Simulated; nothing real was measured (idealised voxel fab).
Process module under the name voxel wiring stack
Section shown: cut. Width: 175 nm. Cell size: 5 nm, square.
Think of the cross-section as a grid of square cells. We describe it in bands, top to bottom, and each band covers one or more rows of those cells.
A band entry consists of two parts. The first gives the height of the band's top and the height of its bottom, in nm. The rest lists the band's materials from left to right, each with its width in nm. A single material labelled with the word "full width" fills the band from edge to edge, and the word "blank" marks empty space.
Height is counted from the level 0, under which the received wafer is composed throughout of one material. The lowest of the bands is not closed at the bottom but continues downward, in the notation "0 -> down".
Width spec "30..40" -> top row of cells at first value, bottom row at second value, equal per-row change in between.
Key: "remained unchanged" - step with no changed cell in the cross-section.
"Enclosed internal voids": empty spaces of 8 cells or more with no open way to the top, each given as width x height at distance, distance from the left edge, all in nm.
Step line, after settings: the simulator's comment on this step.
overlay nm: right-of-plan distance of the mask on a masked step; negative values mean left-of-plan.

Intended process steps:
1,RECEIVE: material Si
2,CONFORMAL_DEP: material SiO2, thk nm 15
3,DIRECTIONAL_DEP: material TiN, thk nm 5
4,DIRECTIONAL_DEP: material Ru, thk nm 25
5,DIRECTIONAL_DEP: material aC, thk nm 15
6,PATTERN: tone cover, mask id METAL_1, material resist, width nm 30, pitch nm 50, thk nm 30, overlay nm 0
7,DIRECTIONAL_ETCH: etch materials aC, depth nm 15
8,STRIP: etch materials resist
9,DIRECTIONAL_ETCH: etch materials Ru, depth nm 25
10,DIRECTIONAL_ETCH: etch materials TiN, depth nm 5
11,STRIP: etch materials aC
12,FILL_DEP: material lowk, thk nm 10
13,CMP: height nm 45
14,CONFORMAL_DEP: material SiCN, thk nm 5
15,DIRECTIONAL_DEP: material SiO2, thk nm 30
16,MASKED_ETCH: tone open, mask id METAL_2, width nm 30, pitch nm 50, etch materials SiO2, depth nm 15, overlay nm 0
17,PATTERN: tone open, mask id METAL_2_HOLES, material resist, width nm 15, pitch nm 50, thk nm 20, overlay nm 0
18,DIRECTIONAL_ETCH: etch materials SiO2, depth nm 15
19,DIRECTIONAL_ETCH: etch materials SiCN, depth nm 5
20,STRIP: etch materials resist
21,CONFORMAL_DEP: material TiN, thk nm 5
22,FILL_DEP: material Ru, thk nm 10
23,CMP: height nm 80
24,CONFORMAL_DEP: material SiCN, thk nm 5
25,DIRECTIONAL_DEP: material lowk, thk nm 10
26,PATTERN: tone open, mask id PLUG_2, material resist, width nm 15, thk nm 20, overlay nm 0
27,DIRECTIONAL_ETCH: etch materials lowk, depth nm 10
28,DIRECTIONAL_ETCH: etch materials SiCN, depth nm 5
29,STRIP: etch materials resist
30,EPI: material Ru, thk nm 10
31,EPI: material Ru, thk nm 5
32,DIRECTIONAL_DEP: material TiN, thk nm 5
33,DIRECTIONAL_DEP: material Ru, thk nm 20
34,DIRECTIONAL_DEP: material aC, thk nm 10
35,PATTERN: tone cover, mask id METAL_3, material resist, width nm 30, pitch nm 50, thk nm 30, overlay nm 0
36,DIRECTIONAL_ETCH: etch materials aC, depth nm 10
37,STRIP: etch materials resist
38,DIRECTIONAL_ETCH: etch materials Ru, depth nm 20
39,DIRECTIONAL_ETCH: etch materials TiN, depth nm 5
40,STRIP: etch materials aC
41,FILL_DEP: material lowk, thk nm 5
42,CMP: height nm 120
43,CONFORMAL_DEP: material SiCN, thk nm 5
The plan shows the thk nm of step 24 as the first wafer had it; this setting differs between the wafers, which start out alike.

Received condition of the first of several wafers, sectioned: post-step 1:
    0 -> down  Si full width
    Enclosed internal voids: none

Below: a row per wafer. Contents at end of module: for every material, cells gained since receipt (+) or lost since receipt (-); then closed voids:
thk nm 5, +141 Ru, +96 SiCN, +261 SiO2, +60 TiN, +317 lowk, Enclosed internal voids: none
thk nm 10, +123 Ru, +131 SiCN, +261 SiO2, +60 TiN, +300 lowk, Enclosed internal voids: none
thk nm 15, +114 Ru, +166 SiCN, +261 SiO2, +60 TiN, +274 lowk, Enclosed internal voids: none
thk nm 20, +105 Ru, +201 SiCN, +261 SiO2, +60 TiN, +248 lowk, Enclosed internal voids: none
